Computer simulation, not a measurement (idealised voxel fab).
process module | voxel tone inversion
cross-section cut | 265 nm wide | cells 5 nm
A cross-section is a grid of square cells, given in bands from the top down. A band is one or more rows of cells.
Each band's line starts with the height of the band's top and of its bottom, in nm. Then come its materials from left to right, each with its width in nm. One material with "throughout" fills the band from edge to edge. "air" is empty space.
Height 0 is the level under which the wafer as received is all one material. The lowest band goes on downwards, as in "0 down".
A width such as "30 to 40" changes by the same amount from each row of cells to the next, from the band's top row to its bottom row.
"no change" after a step means that no cell of the cross-section changed.
closed voids: empty space of 8 cells or more with no open way to the top, each as width x height at its distance from the left edge, in nm
after a step's settings: what the simulator itself notes on the step
overlay nm, on a step with a mask: how far to the right of its planned place the mask lay; to the left if negative
plan
1 op RECEIVE | material Si
2 op CONFORMAL_DEP | material SiCN | thk nm 5
3 op DIRECTIONAL_DEP | material aC | thk nm 20
4 op PATTERN | tone cover | mask id POSTS | material resist | width nm 15 | pitch nm 35 | thk nm 25 | overlay nm 0
5 op DIRECTIONAL_ETCH | etch materials aC | depth nm 20
6 op STRIP | etch materials resist
7 op FILL_DEP | material SiO2 | thk nm 5
8 op CMP | height nm 25
9 op STRIP | etch materials aC
as received, after step 1
  0 down: Si throughout
  closed voids: none
a wafer at the end: this start, this plan, one mistake
  25 to 5: air 105 | SiO2 15 | air 20 | SiO2 15 | air 110
  5 to 0: SiCN throughout
  0 down: Si throughout
  closed voids: none
what went wrong: step 4 ran as: op PATTERN | tone open | mask id POSTS | material resist | width nm 15 | pitch nm 35 | thk nm 25 | overlay nm 0
